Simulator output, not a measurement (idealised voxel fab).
process module | voxel self aligned vias
cross-section cut | 285 nm wide | cells 5 nm
A cross-section is a grid of square cells, given in bands from the top down. A band is one or more rows of cells.
Each band's line starts with the height of the band's top and of its bottom, in nm. Then come its materials from left to right, each with its width in nm. One material with "throughout" fills the band from edge to edge. "air" is empty space.
Height 0 is the level under which the wafer as received is all one material. The lowest band goes on downwards, as in "0 down".
A width such as "30 to 40" changes by the same amount from each row of cells to the next, from the band's top row to its bottom row.
"no change" after a step means that no cell of the cross-section changed.
closed voids: empty space of 8 cells or more with no open way to the top, each as width x height at its distance from the left edge, in nm
after a step's settings: what the simulator itself notes on the step
overlay nm, on a step with a mask: how far to the right of its planned place the mask lay; to the left if negative
plan
1 op RECEIVE | material Si
2 op CONFORMAL_DEP | material SiO2 | thk nm 15
3 op CONFORMAL_DEP | material SiCN | thk nm 5
4 op DIRECTIONAL_DEP | material lowk | thk nm 30
5 op PATTERN | tone open | mask id LINES | material resist | width nm 20 | pitch nm 65 | thk nm 15 | overlay nm 0
6 op DIRECTIONAL_ETCH | etch materials lowk | depth nm 30
7 op STRIP | etch materials resist
8 op CONFORMAL_DEP | material TiN | thk nm 5
9 op FILL_DEP | material W | thk nm 5
10 op CMP | height nm 50
11 op SELECTIVE_ETCH | etch materials W Ru TiN | depth nm 5
12 op FILL_DEP | material SiN | thk nm 5
13 op CMP | height nm 50
14 op DIRECTIONAL_DEP | material lowk | thk nm 15
15 op MASKED_ETCH | tone open | mask id VIAS | width nm 40 | etch materials lowk | depth nm 15 | overlay nm 0
16 op MASKED_ETCH | tone open | mask id VIAS | width nm 40 | etch materials SiN | depth nm 5 | overlay nm 0
17 op CONFORMAL_DEP | material TiN | thk nm 5
18 op FILL_DEP | material Cu | thk nm 5
19 op CMP | height nm 65
20 op CONFORMAL_DEP | material SiN | thk nm 5
first wafer, as planned
as received, after step 1
  0 down: Si throughout
  closed voids: none
after step 2
  15 to 0: SiO2 throughout
  below 0: unchanged
after step 3
  20 to 15: SiCN throughout
  below 15: unchanged
after step 4
  50 to 20: lowk throughout
  below 20: unchanged
after step 5
  65 to 50: resist 100 | air 20 | resist 45 | air 20 | resist 100
  below 50: unchanged
after step 6
  65 to 50: resist 100 | air 20 | resist 45 | air 20 | resist 100
  50 to 20: lowk 100 | air 20 | lowk 45 | air 20 | lowk 100
  below 20: unchanged
after step 7
  50 to 20: lowk 100 | air 20 | lowk 45 | air 20 | lowk 100
  below 20: unchanged
after step 8
  55 to 50: TiN 105 | air 10 | TiN 55 | air 10 | TiN 105
  50 to 25: lowk 100 | TiN 5 | air 10 | TiN 5 | lowk 45 | TiN 5 | air 10 | TiN 5 | lowk 100
  25 to 20: lowk 100 | TiN 20 | lowk 45 | TiN 20 | lowk 100
  below 20: unchanged
after step 9
  60 to 55: W throughout
  55 to 50: TiN 105 | W 10 | TiN 55 | W 10 | TiN 105
  50 to 25: lowk 100 | TiN 5 | W 10 | TiN 5 | lowk 45 | TiN 5 | W 10 | TiN 5 | lowk 100
  below 25: unchanged
after step 10
  50 to 25: lowk 100 | TiN 5 | W 10 | TiN 5 | lowk 45 | TiN 5 | W 10 | TiN 5 | lowk 100
  below 25: unchanged
after step 11
  50 to 45: lowk 100 | air 20 | lowk 45 | air 20 | lowk 100
  below 45: unchanged
after step 12
  55 to 50: SiN throughout
  50 to 45: lowk 100 | SiN 20 | lowk 45 | SiN 20 | lowk 100
  below 45: unchanged
after step 13
  50 to 45: lowk 100 | SiN 20 | lowk 45 | SiN 20 | lowk 100
  below 45: unchanged
after step 14
  65 to 50: lowk throughout
  below 50: unchanged
after step 15
  65 to 50: lowk 90 | air 40 | lowk 155
  below 50: unchanged
after step 16
  65 to 50: lowk 90 | air 40 | lowk 155
  50 to 45: lowk 100 | air 20 | lowk 45 | SiN 20 | lowk 100
  below 45: unchanged
after step 17
  70 to 65: TiN 95 | air 30 | TiN 160
  65 to 55: lowk 90 | TiN 5 | air 30 | TiN 5 | lowk 155
  55 to 50: lowk 90 | TiN 15 | air 10 | TiN 15 | lowk 155
  50 to 45: lowk 100 | TiN 20 | lowk 45 | SiN 20 | lowk 100
  below 45: unchanged
after step 18
  75 to 70: Cu throughout
  70 to 65: TiN 95 | Cu 30 | TiN 160
  65 to 55: lowk 90 | TiN 5 | Cu 30 | TiN 5 | lowk 155
  55 to 50: lowk 90 | TiN 15 | Cu 10 | TiN 15 | lowk 155
  below 50: unchanged
after step 19
  65 to 55: lowk 90 | TiN 5 | Cu 30 | TiN 5 | lowk 155
  below 55: unchanged
after step 20
  70 to 65: SiN throughout
  below 65: unchanged
second wafer: like start, like plan, one mistake. Through step 2 it matches the first wafer
when step 3 should have ended: no change
when step 4 should have ended
  45 to 15: lowk throughout
  below 15: unchanged
when step 5 should have ended
  60 to 45: resist 100 | air 20 | resist 45 | air 20 | resist 100
  below 45: unchanged
when step 6 should have ended
  60 to 45: resist 100 | air 20 | resist 45 | air 20 | resist 100
  45 to 15: lowk 100 | air 20 | lowk 45 | air 20 | lowk 100
  below 15: unchanged
when step 7 should have ended
  45 to 15: lowk 100 | air 20 | lowk 45 | air 20 | lowk 100
  below 15: unchanged
when step 8 should have ended
  50 to 45: TiN 105 | air 10 | TiN 55 | air 10 | TiN 105
  45 to 20: lowk 100 | TiN 5 | air 10 | TiN 5 | lowk 45 | TiN 5 | air 10 | TiN 5 | lowk 100
  20 to 15: lowk 100 | TiN 20 | lowk 45 | TiN 20 | lowk 100
  below 15: unchanged
when step 9 should have ended
  55 to 50: W throughout
  50 to 45: TiN 105 | W 10 | TiN 55 | W 10 | TiN 105
  45 to 20: lowk 100 | TiN 5 | W 10 | TiN 5 | lowk 45 | TiN 5 | W 10 | TiN 5 | lowk 100
  below 20: unchanged
when step 10 should have ended
  50 to 45: TiN 105 | W 10 | TiN 55 | W 10 | TiN 105
  below 45: unchanged
when step 11 should have ended
  45 to 20: lowk 100 | TiN 5 | W 10 | TiN 5 | lowk 45 | TiN 5 | W 10 | TiN 5 | lowk 100
  below 20: unchanged
when step 12 should have ended
  50 to 45: SiN throughout
  below 45: unchanged
when step 13 should have ended: no change
when step 14 should have ended
  65 to 50: lowk throughout
  below 50: unchanged
when step 15 should have ended
  65 to 50: lowk 90 | air 40 | lowk 155
  below 50: unchanged
when step 16 should have ended
  65 to 50: lowk 90 | air 40 | lowk 155
  50 to 45: SiN 90 | air 40 | SiN 155
  below 45: unchanged
when step 17 should have ended
  70 to 65: TiN 95 | air 30 | TiN 160
  65 to 50: lowk 90 | TiN 5 | air 30 | TiN 5 | lowk 155
  50 to 45: SiN 90 | TiN 40 | SiN 155
  below 45: unchanged
when step 18 should have ended
  75 to 70: Cu throughout
  70 to 65: TiN 95 | Cu 30 | TiN 160
  65 to 50: lowk 90 | TiN 5 | Cu 30 | TiN 5 | lowk 155
  below 50: unchanged
when step 19 should have ended
  65 to 50: lowk 90 | TiN 5 | Cu 30 | TiN 5 | lowk 155
  below 50: unchanged
when step 20 should have ended
  70 to 65: SiN throughout
  below 65: unchanged
what went wrong: step 3 was left out
at the end the second wafer has, in cells: 4 more of Cu | 57 fewer of SiCN | 45 more of SiN | 4 more of TiN | 4 more of W
